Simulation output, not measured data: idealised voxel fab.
The following is a process module called voxel ribs on slabs.
We display cut, a cross-section 240 nm in width whose square cells are each 5 nm.
How to read a cross-section here: the picture is a grid of square cells, written as bands going from the top down, and any band can span one or more rows of cells.
In this notation a band is specified by the heights of its top and bottom, in that order and in nm, after which its materials appear from left to right, each paired with its width in nm. The word "edge to edge" attached to a single material means that material fills the band from edge to edge; the word "blank" stands for empty space.
Heights are expressed relative to 0, this being the level below which the as-received wafer comprises one material exclusively. The lowest band is unbounded in the downward direction and is denoted as in "z 0 and below".
Quick explanation for "30..40": the width changes in equal steps down the rows of cells, from the first number in the band's top row to the second number in its bottom row.
"no modification", as given for a step, is the statement that not any cell of the cross-section underwent a change during that step.
The entry "Unvented voids" lists the empty spaces that cover at least 8 cells and have no open path to the top. Each is written as width x height at distance, where the distance is measured from the left edge and all three values are in nm.
Formally, on a step line, whatever follows the settings is a remark that the simulator itself makes on the step.
Among the settings permitted on a step's line is "overlay nm"; applied to a step with a mask, it specifies the extent to which the mask lay to the right of its planned position, whereas a negative figure signifies a position to the left.

The following list gives the planned process steps:
| 1 | RECEIVE: material Si |
| 2 | DIRECTIONAL_DEP: material SiO2, thk nm 30 |
| 3 | DIRECTIONAL_DEP: material SiN, thk nm 20 |
| 4 | MASKED_ETCH: tone cover, mask id RIB, width nm 25, etch materials SiN, depth nm 5, overlay nm 0 |
| 5 | PATTERN: tone cover, mask id SLAB, material resist, width nm 65, thk nm 20, overlay nm 0 |
| 6 | DIRECTIONAL_ETCH: etch materials SiN, depth nm 15 |
| 7 | STRIP: etch materials resist |
| 8 | FILL_DEP: material SiO2, thk nm 15 |
| 9 | CMP: height nm 60 |
| 10 | DIRECTIONAL_DEP: material TiN, thk nm 5 |
| 11 | DIRECTIONAL_DEP: material aC, thk nm 10 |
| 12 | PATTERN: tone cover, mask id HEATER, material resist, width nm 35, thk nm 25, overlay nm 0 |
| 13 | DIRECTIONAL_ETCH: etch materials aC, depth nm 10 |
| 14 | STRIP: etch materials resist |
| 15 | DIRECTIONAL_ETCH: etch materials TiN, depth nm 5 |
| 16 | STRIP: etch materials aC |
| 17 | CONFORMAL_DEP: material SiO2, thk nm 10 |

The first of a set of two wafers, run to plan:

Cross-section: wafer on arrival = after step 1:
z 0 and below  Si edge to edge
Unvented voids: none

Wafer section view after processing step 2:
z 30 to 0  SiO2 edge to edge
Below 0, the layers are the same as they were.

Wafer section view after processing step 3:
z 50 to 30  SiN edge to edge
Below 30, the layers are the same as they were.

Wafer section view after processing step 4:
z 50 to 45  blank (105); SiN (25); blank (110)
Below 45, the layers are the same as they were.

Wafer section view after processing step 5:
z 70 to 50  blank (85); resist (65); blank (90)
z 50 to 45  blank (85); resist (20); SiN (25); resist (20); blank (90)
Below 45, the layers are the same as they were.

Wafer section view after processing step 6:
z 70 to 50  blank (85); resist (65); blank (90)
z 50 to 45  blank (85); resist (20); SiN (25); resist (20); blank (90)
z 45 to 30  blank (85); SiN (65); blank (90)
Below 30, the layers are the same as they were.

Wafer section view after processing step 7:
z 50 to 45  blank (105); SiN (25); blank (110)
Below 45, the layers are the same as they were.

Wafer section view after processing step 8:
z 65 to 50  SiO2 edge to edge
z 50 to 45  SiO2 (105); SiN (25); SiO2 (110)
z 45 to 30  SiO2 (85); SiN (65); SiO2 (90)
Below 30, the layers are the same as they were.

Wafer section view after processing step 9:
z 60 to 50  SiO2 edge to edge
Below 50, the layers are the same as they were.

Wafer section view after processing step 10:
z 65 to 60  TiN edge to edge
Below 60, the layers are the same as they were.

Wafer section view after processing step 11:
z 75 to 65  aC edge to edge
Below 65, the layers are the same as they were.

Wafer section view after processing step 12:
z 100 to 75  blank (100); resist (35); blank (105)
Below 75, the layers are the same as they were.

Wafer section view after processing step 13:
z 90 to 75  blank (100); resist (35); blank (105)
z 75 to 65  blank (100); aC (35); blank (105)
Below 65, the layers are the same as they were.

Wafer section view after processing step 14:
z 75 to 65  blank (100); aC (35); blank (105)
Below 65, the layers are the same as they were.

Wafer section view after processing step 15:
z 75 to 65  blank (100); aC (35); blank (105)
z 65 to 60  blank (100); TiN (35); blank (105)
Below 60, the layers are the same as they were.

Wafer section view after processing step 16:
z 65 to 60  blank (100); TiN (35); blank (105)
Below 60, the layers are the same as they were.

Wafer section view after processing step 17:
z 75 to 70  blank (90); SiO2 (55); blank (95)
z 70 to 65  SiO2 edge to edge
z 65 to 60  SiO2 (100); TiN (35); SiO2 (105)
Below 60, the layers are the same as they were.

Wafer two. Identical start, identical plan. One mistake in execution. Identical history through step 16:

Cross-section, second wafer, at the end time the plan gives for step 17: no modification
Against the plan, the run slipped here: with respect to the plan, step 17 was omitted and not executed
Upon completion, the second wafer contains, in terms of cells, a greater or smaller amount of certain materials than the first wafer: SiO2: 100 fewer
